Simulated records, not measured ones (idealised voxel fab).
You're looking at the process module voxel ribs on slabs.
cross-section cut | 300 nm wide | cells 5 nm
Notation: cross-section as square-cell grid; stated in bands, top first, going down; one or more cell rows per band.
Quick guide to a band line: top height, bottom height (nm) up front; then every material left to right with its width in nm. Only one material and it's marked "throughout"? Then it fills the band edge to edge. And "empty" just means empty space.
The reference from which all heights are counted is 0, the level beneath which the as-received wafer is entirely one material; the lowest band, having no lower bound, proceeds downward and is written after the example "z 0 and below".
Width: "30 to 40" (first number = top row, second number = bottom row, same change from row to row of cells).
Step note "everything unchanged" = no cross-section cell changed.
You'll see "Closed voids list" listing empty spaces that have no way open to the top, as long as they're 8 cells or more; the notation is width x height at distance, where the distance is from the left edge, and all of it is in nm.
after a step's settings: what the simulator itself notes on the step
overlay nm: step with mask; distance mask lay right of planned place; negative value = left of planned place.

[plan]
1 RECEIVE, material Si
2 DIRECTIONAL_DEP, material SiO2, thk nm 30
3 DIRECTIONAL_DEP, material SiN, thk nm 25
4 MASKED_ETCH, tone cover, mask id RIB, width nm 20, etch materials SiN, depth nm 20, overlay nm 0
5 MASKED_ETCH, tone cover, mask id SLAB, width nm 60, etch materials SiN, depth nm 5, overlay nm 0
6 FILL_DEP, material SiO2, thk nm 25
7 CMP, height nm 75
8 DIRECTIONAL_DEP, material W, thk nm 5
9 MASKED_ETCH, tone cover, mask id HEATER, width nm 30, etch materials W, depth nm 5, overlay nm 0
10 CONFORMAL_DEP, material SiO2, thk nm 5

[Cross-section of the wafer at receipt, which is the condition after step 1]
z 0 and below | Si throughout
Closed voids list: none

[Below is the wafer in cross-section after the module was completed. It began from the starting point shown above and followed the plan shown above, except that one mistake was made while running it]
z 85 to 80 | empty (130), SiO2 (40), empty (130)
z 80 to 75 | SiO2 (135), W (30), SiO2 (135)
z 75 to 55 | SiO2 throughout
z 55 to 35 | SiO2 (140), SiN (20), SiO2 (140)
z 35 to 30 | SiO2 (125), SiN (50), SiO2 (125)
z 30 to 0 | SiO2 throughout
z 0 and below | Si throughout
Closed voids list: none
What was done differently from what was planned? heads up, step 5 didn't go per plan, it actually ran as MASKED_ETCH, tone cover, mask id SLAB, width nm 50, etch materials SiN, depth nm 5, overlay nm 0
